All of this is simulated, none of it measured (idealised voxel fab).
Process module under the name voxel self aligned vias
The figure presents cross-section cut, which has a width of 175 nm and is divided into square cells with an edge length of 5 nm.
Just so we're on the same page, the cross-sections are grids of square cells, and they're listed out in bands top to bottom, each band one or more rows deep.
What a band's entry tells you: where the top is and where the bottom is, as heights in nm, and after that what lies inside, material by material from left to right, each with its width in nm. Empty space is written as the word "empty", and a single material marked with the word "everywhere" occupies the band from edge to edge.
Where do heights start? At 0: under that level the wafer as delivered is made of one material only. And the lowest band has no floor; it just carries on downward, as in "from 0 down".
Width spec "30..40" -> top row of cells at first value, bottom row at second value, equal per-row change in between.
Where the words "nothing was modified" appear for a step, the cross-section shows no cell changed by that step; every cell remained as before.
Empty spaces without an open route to the top, at least 8 cells in extent, make up the entry "Enclosed void inventory"; each is given as width x height at distance, where the distance is measured from the left edge, and all are in nm.
Heads up: the bit after the settings on a step's line is the simulator's remark on that step.
When a step includes a mask, the "overlay nm" setting on its line states how far to the right of its planned place that mask lay, and negative values state how far to the left.
Steps in the process plan:
| 1 | RECEIVE,material Si |
| 2 | CONFORMAL_DEP,material SiO2,thk nm 10 |
| 3 | CONFORMAL_DEP,material SiCN,thk nm 5 |
| 4 | DIRECTIONAL_DEP,material SiO2,thk nm 25 |
| 5 | PATTERN,tone open,mask id LINES,material resist,width nm 30,pitch nm 65,thk nm 20,overlay nm 0 |
| 6 | DIRECTIONAL_ETCH,etch materials SiO2,depth nm 25 |
| 7 | STRIP,etch materials resist |
| 8 | CONFORMAL_DEP,material TiN,thk nm 5 |
| 9 | FILL_DEP,material W,thk nm 10 |
| 10 | CMP,height nm 40 |
| 11 | SELECTIVE_ETCH,etch materials W Ru TiN,depth nm 10 |
| 12 | FILL_DEP,material SiN,thk nm 10 |
| 13 | CMP,height nm 40 |
| 14 | DIRECTIONAL_DEP,material SiO2,thk nm 15 |
| 15 | DIRECTIONAL_DEP,material aC,thk nm 10 |
| 16 | PATTERN,tone open,mask id VIAS,material resist,width nm 50,thk nm 25,overlay nm 0 |
| 17 | DIRECTIONAL_ETCH,etch materials aC,depth nm 10 |
| 18 | STRIP,etch materials resist |
| 19 | DIRECTIONAL_ETCH,etch materials SiO2,depth nm 15 |
| 20 | DIRECTIONAL_ETCH,etch materials SiN,depth nm 10 |
| 21 | STRIP,etch materials aC |
| 22 | CONFORMAL_DEP,material TiN,thk nm 5 |
| 23 | FILL_DEP,material Ru,thk nm 10 |
| 24 | CMP,height nm 55 |
| 25 | CONFORMAL_DEP,material SiN,thk nm 5 |
As-received state of the wafer in cross-section, equivalent to post-step 1:
from 0 down = Si everywhere
Enclosed void inventory: none
One mistake in running the module, otherwise start and plan as above: cross-section at the end:
from 60 to 55 = SiN everywhere
from 55 to 45 = SiO2 (30) / TiN (5) / Ru (40) / TiN (5) / SiO2 (95)
from 45 to 40 = SiO2 (30) / TiN (20) / Ru (20) / TiN (10) / SiO2 (95)
from 40 to 35 = SiO2 (45) / TiN (5) / Ru (20) / TiN (5) / SiO2 (35) / SiN (30) / SiO2 (35)
from 35 to 30 = SiO2 (45) / TiN (30) / SiO2 (35) / SiN (30) / SiO2 (35)
from 30 to 20 = SiO2 (45) / TiN (5) / W (20) / TiN (5) / SiO2 (35) / TiN (5) / W (20) / TiN (5) / SiO2 (35)
from 20 to 15 = SiO2 (45) / TiN (30) / SiO2 (35) / TiN (30) / SiO2 (35)
from 15 to 10 = SiCN everywhere
from 10 to 0 = SiO2 everywhere
from 0 down = Si everywhere
Enclosed void inventory: none
Plan not followed: step 5 off recipe, ran as PATTERN,tone open,mask id LINES,material resist,width nm 30,pitch nm 65,thk nm 20,overlay nm 5
